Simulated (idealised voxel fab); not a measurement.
Process module name: voxel spacer lines
Cross-sectional view cut (width: 220 nm; square cell size: 5 nm).
Each cross-section below is a grid of square cells, stated as bands in top-down order, with one or more rows of cells making up each band. Within each band entry, the heights of the top and of the bottom of the band appear first, in that order and in nm; the materials of the band then follow from left to right, each with its corresponding width in nm. The designation "full width" on a single material indicates that it fills the band from edge to edge; the designation "blank" indicates empty space. We count height from 0. Below that, the starting wafer is all one material. The lowest band never ends at the bottom but goes on down; see "0 nm and below" for how that is written. When a width is written as two numbers, as in "30 to 40", the first number is the width in the top row of cells of the band and the second is the width in its bottom row, and the width changes by the same amount from each row to the next. A step reported as "nothing changed" is a step in which no cell of the cross-section changed. Any empty space of 8 cells or more lacking an open way to the top shows up in "Non-vented voids" as width x height at distance, distance from the left edge, in nm. Formally, on a step line, whatever follows the settings is a remark that the simulator itself makes on the step. On any step carrying a mask, the "overlay nm" setting, if present on the step's line, tells how far right of its planned place the mask lay; negative values point to the left.
[Process steps (planned)]
1. RECEIVE (material Si)
2. CONFORMAL_DEP (material Al2O3; thk nm 10)
3. DIRECTIONAL_DEP (material SiN; thk nm 10)
4. DIRECTIONAL_DEP (material aC; thk nm 25)
5. PATTERN (tone cover; mask id MANDREL; material resist; width nm 15; pitch nm 60; thk nm 30; overlay nm 0)
6. DIRECTIONAL_ETCH (etch materials aC; depth nm 25)
7. STRIP (etch materials resist)
8. CONFORMAL_DEP (material SiO2; thk nm 15)
9. DIRECTIONAL_ETCH (etch materials SiO2; depth nm 15)
10. STRIP (etch materials aC)
11. DIRECTIONAL_ETCH (etch materials SiN; depth nm 10)
12. STRIP (etch materials SiO2)
13. FILL_DEP (material SiO2; thk nm 5)
14. CMP (height nm 20)
[Wafer cross-section on receipt, i.e. after step 1]
0 nm and below = Si full width
Non-vented voids: none
[Wafer cross-section at end of module: start and plan as shown above, one execution error]
20 nm to 10 nm = SiO2 25 | SiN 15 | SiO2 15 | SiN 15 | SiO2 15 | SiN 15 | SiO2 15 | SiN 15 | SiO2 15 | SiN 15 | SiO2 15 | SiN 15 | SiO2 30
10 nm to 0 nm = SiN full width
0 nm and below = Si full width
Non-vented voids: none
Where did the run depart from the plan? rather than as planned, step 2 actually ran as CONFORMAL_DEP (material SiN; thk nm 10)
